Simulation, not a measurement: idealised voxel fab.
process module | voxel spacer lines
cross-section cut | 180 nm wide | cells 5 nm
A cross-section is a grid of square cells, given in bands from the top down. A band is one or more rows of cells.
Each band's line starts with the height of the band's top and of its bottom, in nm. Then come its materials from left to right, each with its width in nm. One material with "throughout" fills the band from edge to edge. "air" is empty space.
Height 0 is the level under which the wafer as received is all one material. The lowest band goes on downwards, as in "0 down".
A width such as "30 to 40" changes by the same amount from each row of cells to the next, from the band's top row to its bottom row.
"no change" after a step means that no cell of the cross-section changed.
closed voids: empty space of 8 cells or more with no open way to the top, each as width x height at its distance from the left edge, in nm
after a step's settings: what the simulator itself notes on the step
overlay nm, on a step with a mask: how far to the right of its planned place the mask lay; to the left if negative
plan
1 op RECEIVE | material Si
2 op CONFORMAL_DEP | material Al2O3 | thk nm 10
3 op DIRECTIONAL_DEP | material TiN | thk nm 10
4 op DIRECTIONAL_DEP | material aC | thk nm 30
5 op PATTERN | tone cover | mask id MANDREL | material resist | width nm 25 | pitch nm 70 | thk nm 35 | overlay nm 0
6 op DIRECTIONAL_ETCH | etch materials aC | depth nm 30
7 op STRIP | etch materials resist
8 op CONFORMAL_DEP | material SiN | thk nm 10
9 op DIRECTIONAL_ETCH | etch materials SiN | depth nm 10
10 op STRIP | etch materials aC
11 op DIRECTIONAL_ETCH | etch materials TiN | depth nm 10
12 op STRIP | etch materials SiN
13 op FILL_DEP | material lowk | thk nm 10
14 op CMP | height nm 20
as received, after step 1
  0 down: Si throughout
  closed voids: none
a wafer at the end: this start, this plan, one mistake
  20 to 10: aC throughout
  10 to 0: Al2O3 throughout
  0 down: Si throughout
  closed voids: none
what went wrong: steps 3 and 4 were swapped
